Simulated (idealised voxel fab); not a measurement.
process module | voxel self aligned vias
cross-section cut | 285 nm wide | cells 5 nm
A cross-section is a grid of square cells, given in bands from the top down. A band is one or more rows of cells.
Each band's line starts with the height of the band's top and of its bottom, in nm. Then come its materials from left to right, each with its width in nm. One material with "throughout" fills the band from edge to edge. "air" is empty space.
Height 0 is the level under which the wafer as received is all one material. The lowest band goes on downwards, as in "0 down".
A width such as "30 to 40" changes by the same amount from each row of cells to the next, from the band's top row to its bottom row.
"no change" after a step means that no cell of the cross-section changed.
closed voids: empty space of 8 cells or more with no open way to the top, each as width x height at its distance from the left edge, in nm
after a step's settings: what the simulator itself notes on the step
overlay nm, on a step with a mask: how far to the right of its planned place the mask lay; to the left if negative
plan
1 op RECEIVE | material Si
2 op CONFORMAL_DEP | material SiO2 | thk nm 10
3 op CONFORMAL_DEP | material SiCN | thk nm 5
4 op DIRECTIONAL_DEP | material lowk | thk nm 25
5 op MASKED_ETCH | tone open | mask id LINES | width nm 20 | pitch nm 45 | etch materials lowk | depth nm 25 | overlay nm 0
6 op CONFORMAL_DEP | material TiN | thk nm 5
7 op FILL_DEP | material W | thk nm 10
8 op CMP | height nm 40
9 op SELECTIVE_ETCH | etch materials W Ru TiN | depth nm 5
10 op FILL_DEP | material SiN | thk nm 5
11 op CMP | height nm 40
12 op DIRECTIONAL_DEP | material lowk | thk nm 20
13 op DIRECTIONAL_DEP | material aC | thk nm 10
14 op PATTERN | tone open | mask id VIAS | material resist | width nm 30 | pitch nm 90 | thk nm 30 | overlay nm 0
15 op DIRECTIONAL_ETCH | etch materials aC | depth nm 10
16 op STRIP | etch materials resist
17 op DIRECTIONAL_ETCH | etch materials lowk | depth nm 20
18 op DIRECTIONAL_ETCH | etch materials SiN | depth nm 5
19 op STRIP | etch materials aC
20 op CONFORMAL_DEP | material TiN | thk nm 5
21 op FILL_DEP | material Ru | thk nm 5
22 op CMP | height nm 60
23 op CONFORMAL_DEP | material SiCN | thk nm 5
first wafer, as planned
as received, after step 1
  0 down: Si throughout
  closed voids: none
after step 2
  10 to 0: SiO2 throughout
  below 0: unchanged
after step 3
  15 to 10: SiCN throughout
  below 10: unchanged
after step 4
  40 to 15: lowk throughout
  below 15: unchanged
after step 5
  40 to 15: lowk 85 | air 20 | lowk 25 | air 20 | lowk 25 | air 20 | lowk 90
  below 15: unchanged
after step 6
  45 to 40: TiN 90 | air 10 | TiN 35 | air 10 | TiN 35 | air 10 | TiN 95
  40 to 20: lowk 85 | TiN 5 | air 10 | TiN 5 | lowk 25 | TiN 5 | air 10 | TiN 5 | lowk 25 | TiN 5 | air 10 | TiN 5 | lowk 90
  20 to 15: lowk 85 | TiN 20 | lowk 25 | TiN 20 | lowk 25 | TiN 20 | lowk 90
  below 15: unchanged
after step 7
  55 to 45: W throughout
  45 to 40: TiN 90 | W 10 | TiN 35 | W 10 | TiN 35 | W 10 | TiN 95
  40 to 20: lowk 85 | TiN 5 | W 10 | TiN 5 | lowk 25 | TiN 5 | W 10 | TiN 5 | lowk 25 | TiN 5 | W 10 | TiN 5 | lowk 90
  below 20: unchanged
after step 8
  40 to 20: lowk 85 | TiN 5 | W 10 | TiN 5 | lowk 25 | TiN 5 | W 10 | TiN 5 | lowk 25 | TiN 5 | W 10 | TiN 5 | lowk 90
  below 20: unchanged
after step 9
  40 to 35: lowk 85 | air 20 | lowk 25 | air 20 | lowk 25 | air 20 | lowk 90
  below 35: unchanged
after step 10
  45 to 40: SiN throughout
  40 to 35: lowk 85 | SiN 20 | lowk 25 | SiN 20 | lowk 25 | SiN 20 | lowk 90
  below 35: unchanged
after step 11
  40 to 35: lowk 85 | SiN 20 | lowk 25 | SiN 20 | lowk 25 | SiN 20 | lowk 90
  below 35: unchanged
after step 12
  60 to 40: lowk throughout
  below 40: unchanged
after step 13
  70 to 60: aC throughout
  below 60: unchanged
after step 14
  100 to 70: resist 80 | air 30 | resist 60 | air 30 | resist 85
  below 70: unchanged
after step 15
  90 to 70: resist 80 | air 30 | resist 60 | air 30 | resist 85
  70 to 60: aC 80 | air 30 | aC 60 | air 30 | aC 85
  below 60: unchanged
after step 16
  70 to 60: aC 80 | air 30 | aC 60 | air 30 | aC 85
  below 60: unchanged
after step 17
  70 to 60: aC 80 | air 30 | aC 60 | air 30 | aC 85
  60 to 40: lowk 80 | air 30 | lowk 60 | air 30 | lowk 85
  below 40: unchanged
after step 18
  70 to 60: aC 80 | air 30 | aC 60 | air 30 | aC 85
  60 to 40: lowk 80 | air 30 | lowk 60 | air 30 | lowk 85
  40 to 35: lowk 85 | air 20 | lowk 25 | SiN 20 | lowk 25 | air 20 | lowk 90
  below 35: unchanged
after step 19
  60 to 40: lowk 80 | air 30 | lowk 60 | air 30 | lowk 85
  below 40: unchanged
after step 20
  65 to 60: TiN 85 | air 20 | TiN 70 | air 20 | TiN 90
  60 to 45: lowk 80 | TiN 5 | air 20 | TiN 5 | lowk 60 | TiN 5 | air 20 | TiN 5 | lowk 85
  45 to 40: lowk 80 | TiN 10 | air 10 | TiN 10 | lowk 60 | TiN 10 | air 10 | TiN 10 | lowk 85
  40 to 35: lowk 85 | TiN 20 | lowk 25 | SiN 20 | lowk 25 | TiN 20 | lowk 90
  below 35: unchanged
after step 21
  70 to 65: Ru throughout
  65 to 60: TiN 85 | Ru 20 | TiN 70 | Ru 20 | TiN 90
  60 to 45: lowk 80 | TiN 5 | Ru 20 | TiN 5 | lowk 60 | TiN 5 | Ru 20 | TiN 5 | lowk 85
  45 to 40: lowk 80 | TiN 10 | Ru 10 | TiN 10 | lowk 60 | TiN 10 | Ru 10 | TiN 10 | lowk 85
  below 40: unchanged
after step 22
  60 to 45: lowk 80 | TiN 5 | Ru 20 | TiN 5 | lowk 60 | TiN 5 | Ru 20 | TiN 5 | lowk 85
  below 45: unchanged
after step 23
  65 to 60: SiCN throughout
  below 60: unchanged
second wafer: like start, like plan, one mistake. Through step 21 it matches the first wafer
when step 22 should have ended
  50 to 40: lowk 80 | TiN 5 to 10 | Ru 20 to 10 | TiN 5 to 10 | lowk 60 | TiN 5 to 10 | Ru 20 to 10 | TiN 5 to 10 | lowk 85
  below 40: unchanged
when step 23 should have ended
  55 to 50: SiCN throughout
  below 50: unchanged
what went wrong: step 22 ran as: op CMP | height nm 50
at the end the second wafer has, in cells: 16 fewer of Ru | 8 fewer of TiN | 90 fewer of lowk
